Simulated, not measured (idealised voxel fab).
Documented hereafter: the process module known as voxel self aligned vias.
It is cross-section cut that appears here, measuring 280 nm in width, its square cells being 5 nm in size.
A cross-section is written here as square cells arranged in a grid, and it is given in bands from the top down, each band taking up one or more rows of cells. Within each band entry, the heights of the top and of the bottom of the band appear first, in that order and in nm; the materials of the band then follow from left to right, each with its corresponding width in nm. The designation "full width" on a single material indicates that it fills the band from edge to edge; the designation "blank" indicates empty space. Beneath 0, the wafer as received is one material, and that level is where height counting begins. The lowest band goes on downward without a bottom; it is written like "top 0, no bottom". Width spec "30->40" -> top row of cells at first value, bottom row at second value, equal per-row change in between. Any step labelled "nothing got changed" changed none of the cells in the cross-section. Heads up: "Voids, fully enclosed" only lists the empty pockets with no open path to the top that are 8 cells or more, and it writes them as width x height at distance, distance from the left edge, in nm. Formally, on a step line, whatever follows the settings is a remark that the simulator itself makes on the step. Steps that use a mask can have "overlay nm" on their line. It says how far the mask sat to the right of where it was meant to be. Negative means to the left.

Process steps - plan:
1. RECEIVE | material Si
2. CONFORMAL_DEP | material SiO2 | thk nm 15
3. CONFORMAL_DEP | material SiCN | thk nm 5
4. DIRECTIONAL_DEP | material SiO2 | thk nm 25
5. DIRECTIONAL_DEP | material aC | thk nm 5
6. PATTERN | tone open | mask id LINES | material resist | width nm 30 | pitch nm 60 | thk nm 25 | overlay nm 0
7. DIRECTIONAL_ETCH | etch materials aC | depth nm 10
8. STRIP | etch materials resist
9. DIRECTIONAL_ETCH | etch materials SiO2 | depth nm 25
10. STRIP | etch materials aC
11. CONFORMAL_DEP | material TiN | thk nm 5
12. FILL_DEP | material Ru | thk nm 10
13. CMP | height nm 45
14. SELECTIVE_ETCH | etch materials W Ru TiN | depth nm 5
15. FILL_DEP | material SiN | thk nm 10
16. CMP | height nm 45
17. DIRECTIONAL_DEP | material SiO2 | thk nm 20
18. DIRECTIONAL_DEP | material aC | thk nm 15
19. PATTERN | tone open | mask id VIAS | material resist | width nm 40 | pitch nm 120 | thk nm 35 | overlay nm 0
20. DIRECTIONAL_ETCH | etch materials aC | depth nm 15
21. STRIP | etch materials resist
22. DIRECTIONAL_ETCH | etch materials SiO2 | depth nm 20
23. DIRECTIONAL_ETCH | etch materials SiN | depth nm 5
24. STRIP | etch materials aC
25. CONFORMAL_DEP | material TiN | thk nm 5
26. FILL_DEP | material Ru | thk nm 5
27. CMP | height nm 65
28. CONFORMAL_DEP | material SiCN | thk nm 5
Wafer-to-wafer difference: thk nm, step 5. Common start. Plan = first wafer's value.

As received, i.e. after step 1: cross-section through the first of several wafers:
> top 0, no bottom: Si full width
> Voids, fully enclosed: none

Module finished, last step 28 done: cross-section of the first of several wafers:
> top 70, bottom 65: SiCN full width
> top 65, bottom 50: 60 SiO2 / 5 TiN / 30 Ru / 5 TiN / 80 SiO2 / 5 TiN / 30 Ru / 5 TiN / 60 SiO2
> top 50, bottom 45: 60 SiO2 / 10 TiN / 20 Ru / 10 TiN / 80 SiO2 / 10 TiN / 20 Ru / 10 TiN / 60 SiO2
> top 45, bottom 40: 65 SiO2 / 30 TiN / 30 SiO2 / 30 SiN / 30 SiO2 / 30 TiN / 65 SiO2
> top 40, bottom 25: 65 SiO2 / 5 TiN / 20 Ru / 5 TiN / 30 SiO2 / 5 TiN / 20 Ru / 5 TiN / 30 SiO2 / 5 TiN / 20 Ru / 5 TiN / 65 SiO2
> top 25, bottom 20: 65 SiO2 / 30 TiN / 30 SiO2 / 30 TiN / 30 SiO2 / 30 TiN / 65 SiO2
> top 20, bottom 15: SiCN full width
> top 15, bottom 0: SiO2 full width
> top 0, no bottom: Si full width
> Voids, fully enclosed: none

Module end, final wafer: cross-section:
> top 70, bottom 65: SiCN full width
> top 65, bottom 50: 60 SiO2 / 5 TiN / 30 Ru / 5 TiN / 80 SiO2 / 5 TiN / 30 Ru / 5 TiN / 60 SiO2
> top 50, bottom 45: 60 SiO2 / 40 TiN / 80 SiO2 / 40 TiN / 60 SiO2
> top 45, bottom 20: SiO2 full width
> top 20, bottom 15: SiCN full width
> top 15, bottom 0: SiO2 full width
> top 0, no bottom: Si full width
> Voids, fully enclosed: none

Below, a row for every wafer. Read it as the end-of-module picture: for each material the wafer shows its cells gained (+) or lost (-) since it was received, and then its closed voids:
thk nm 5 | +80 Ru | +112 SiCN | +6 SiN | +518 SiO2 | +68 TiN | Voids, fully enclosed: none
thk nm 10 | +80 Ru | +112 SiCN | +6 SiN | +518 SiO2 | +68 TiN | Voids, fully enclosed: none
thk nm 15 | +36 Ru | +112 SiCN | +608 SiO2 | +28 TiN | Voids, fully enclosed: none
thk nm 20 | +36 Ru | +112 SiCN | +608 SiO2 | +28 TiN | Voids, fully enclosed: none
thk nm 25 | +36 Ru | +112 SiCN | +608 SiO2 | +28 TiN | Voids, fully enclosed: none
